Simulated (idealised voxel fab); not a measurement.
Title: Process Module voxel plated lines
Pictured: cross-section cut, 240 nm wide, on a grid of 5 nm square cells.
If you're reading a cross-section in this doc, picture square cells in a grid; it comes to you as bands, top ones listed first down to the bottom, and a band can be one or more rows of cells.
Quick guide to a band line: top height, bottom height (nm) up front; then every material left to right with its width in nm. Only one material and it's marked "all across"? Then it fills the band edge to edge. And "empty" just means empty space.
Heights are reckoned from 0. Under this level, the received wafer is all of one material. The bottommost band is open-ended downward, for example "z 0 and below".
You'd read "30..40" like this: the band's top row of cells is as wide as the first number, its bottom row is as wide as the second, and going down, every row changes width by the same amount as the row before did.
For the purposes of this document, the phrase "no change occurred" attached to a step denotes that no cell within the cross-section was modified by that step.
"Closed-off voids" lists enclosed empty spaces (at least 8 cells, no open path upward to the top), each as width x height at distance from the left edge, in nm.
Post-settings text on a step line: simulator's own remark regarding the step.
For masked steps, "overlay nm" on the step line gives how far right of plan the mask actually lay; a minus sign means it lay to the left.
Planned step list for the process:
1,RECEIVE, material Si
2,CONFORMAL_DEP, material SiN, thk nm 15
3,DIRECTIONAL_DEP, material TiN, thk nm 5
4,PATTERN, tone open, mask id LINES, material resist, width nm 20, pitch nm 50, thk nm 35, overlay nm -15
5,EPI, material Ru, thk nm 5
6,EPI, material Ru, thk nm 5
7,EPI, material Ru, thk nm 10
8,STRIP, etch materials resist
9,DIRECTIONAL_ETCH, etch materials TiN, depth nm 5
10,CONFORMAL_DEP, material SiN, thk nm 10
Wafers differ in overlay nm at step 4; plan lists the first wafer's value; identical starting state.
Incoming state of the first of several wafers in cross-section: after step 1:
* z 0 and below | Si all across
* Closed-off voids: none
End of module: cross-section of the first of several wafers after step 10, the last step:
* z 50 to 40 | 35 of empty, then 40 of SiN, then 10 of empty, then 40 of SiN, then 10 of empty, then 40 of SiN, then 65 of empty
* z 40 to 25 | 35 of empty, then 10 of SiN, then 20 of Ru, then 10 of SiN, then 10 of empty, then 10 of SiN, then 20 of Ru, then 10 of SiN, then 10 of empty, then 10 of SiN, then 20 of Ru, then 10 of SiN, then 65 of empty
* z 25 to 20 | 45 of SiN, then 20 of Ru, then 30 of SiN, then 20 of Ru, then 30 of SiN, then 20 of Ru, then 75 of SiN
* z 20 to 15 | 45 of SiN, then 20 of TiN, then 30 of SiN, then 20 of TiN, then 30 of SiN, then 20 of TiN, then 75 of SiN
* z 15 to 0 | SiN all across
* z 0 and below | Si all across
* Closed-off voids: none
Here we cross-sectioned the last of the wafers once the module was done:
* z 50 to 40 | 65 of empty, then 40 of SiN, then 10 of empty, then 40 of SiN, then 10 of empty, then 40 of SiN, then 35 of empty
* z 40 to 25 | 65 of empty, then 10 of SiN, then 20 of Ru, then 10 of SiN, then 10 of empty, then 10 of SiN, then 20 of Ru, then 10 of SiN, then 10 of empty, then 10 of SiN, then 20 of Ru, then 10 of SiN, then 35 of empty
* z 25 to 20 | 75 of SiN, then 20 of Ru, then 30 of SiN, then 20 of Ru, then 30 of SiN, then 20 of Ru, then 45 of SiN
* z 20 to 15 | 75 of SiN, then 20 of TiN, then 30 of SiN, then 20 of TiN, then 30 of SiN, then 20 of TiN, then 45 of SiN
* z 15 to 0 | SiN all across
* z 0 and below | Si all across
* Closed-off voids: none
Below: a row per wafer. Contents at end of module: for every material, cells gained since receipt (+) or lost since receipt (-); then closed voids:
overlay nm -15, +48 Ru, +300 SiN, +12 TiN, Closed-off voids: none
overlay nm -10, +48 Ru, +300 SiN, +12 TiN, Closed-off voids: none
overlay nm -5, +48 Ru, +300 SiN, +12 TiN, Closed-off voids: none
overlay nm 0, +48 Ru, +300 SiN, +12 TiN, Closed-off voids: none
overlay nm 5, +48 Ru, +300 SiN, +12 TiN, Closed-off voids: none
overlay nm 10, +48 Ru, +300 SiN, +12 TiN, Closed-off voids: none
overlay nm 15, +48 Ru, +300 SiN, +12 TiN, Closed-off voids: none
